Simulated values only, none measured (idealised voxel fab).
process module | voxel double patterning
cross-section cut | 205 nm wide | cells 5 nm
A cross-section is a grid of square cells, given in bands from the top down. A band is one or more rows of cells.
Each band's line starts with the height of the band's top and of its bottom, in nm. Then come its materials from left to right, each with its width in nm. One material with "throughout" fills the band from edge to edge. "air" is empty space.
Height 0 is the level under which the wafer as received is all one material. The lowest band goes on downwards, as in "0 down".
A width such as "30 to 40" changes by the same amount from each row of cells to the next, from the band's top row to its bottom row.
"no change" after a step means that no cell of the cross-section changed.
closed voids: empty space of 8 cells or more with no open way to the top, each as width x height at its distance from the left edge, in nm
after a step's settings: what the simulator itself notes on the step
overlay nm, on a step with a mask: how far to the right of its planned place the mask lay; to the left if negative
plan
1 op RECEIVE | material Si
2 op CONFORMAL_DEP | material SiO2 | thk nm 10
3 op DIRECTIONAL_DEP | material TiN | thk nm 15
4 op DIRECTIONAL_DEP | material SiCN | thk nm 10
5 op MASKED_ETCH | tone open | mask id FIRST | width nm 15 | pitch nm 50 | etch materials SiCN | depth nm 10 | overlay nm 0
6 op MASKED_ETCH | tone open | mask id SECOND | width nm 15 | etch materials SiCN | depth nm 10 | overlay nm 0
7 op DIRECTIONAL_ETCH | etch materials TiN | depth nm 15
8 op STRIP | etch materials SiCN
as received, after step 1
  0 down: Si throughout
  closed voids: none
first wafer at the end, as planned
  25 to 10: TiN 70 | air 15 | TiN 10 | air 15 | TiN 10 | air 15 | TiN 70
  10 to 0: SiO2 throughout
  0 down: Si throughout
  closed voids: none
second wafer at the end: like start, like plan, one mistake
  35 to 25: SiCN 70 | air 15 | SiCN 10 | air 15 | SiCN 10 | air 15 | SiCN 70
  25 to 10: TiN 70 | air 15 | TiN 10 | air 15 | TiN 10 | air 15 | TiN 70
  10 to 0: SiO2 throughout
  0 down: Si throughout
  closed voids: none
what went wrong: step 8 was left out
at the end the second wafer has, in cells: 64 more of SiCN
